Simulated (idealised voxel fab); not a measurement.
process module | voxel released beams
cross-section cut | 260 nm wide | cells 5 nm
A cross-section is a grid of square cells, given in bands from the top down. A band is one or more rows of cells.
Each band's line starts with the height of the band's top and of its bottom, in nm. Then come its materials from left to right, each with its width in nm. One material with "throughout" fills the band from edge to edge. "air" is empty space.
Height 0 is the level under which the wafer as received is all one material. The lowest band goes on downwards, as in "0 down".
A width such as "30 to 40" changes by the same amount from each row of cells to the next, from the band's top row to its bottom row.
"no change" after a step means that no cell of the cross-section changed.
closed voids: empty space of 8 cells or more with no open way to the top, each as width x height at its distance from the left edge, in nm
after a step's settings: what the simulator itself notes on the step
overlay nm, on a step with a mask: how far to the right of its planned place the mask lay; to the left if negative
plan
1 op RECEIVE | material Si
2 op CONFORMAL_DEP | material SiN | thk nm 10
3 op DIRECTIONAL_DEP | material SiO2 | thk nm 20
4 op PATTERN | tone open | mask id ANCHOR | material resist | width nm 45 | thk nm 15 | overlay nm 0
5 op DIRECTIONAL_ETCH | etch materials SiO2 | depth nm 20
6 op STRIP | etch materials resist
7 op CONFORMAL_DEP | material polySi | thk nm 15
8 op DIRECTIONAL_DEP | material aC | thk nm 10
9 op PATTERN | tone cover | mask id BEAM | material resist | width nm 95 | thk nm 25 | overlay nm 0
10 op DIRECTIONAL_ETCH | etch materials aC | depth nm 10
11 op STRIP | etch materials resist
12 op DIRECTIONAL_ETCH | etch materials polySi | depth nm 15
13 op STRIP | etch materials aC
14 op STRIP | etch materials SiO2
as received, after step 1
  0 down: Si throughout
  closed voids: none
a wafer at the end: this start, this plan, one mistake
  45 to 30: air 80 | polySi 95 | air 85
  30 to 20: SiN throughout
  20 to 0: SiO2 throughout
  0 down: Si throughout
  closed voids: none
what went wrong: steps 2 and 3 were swapped
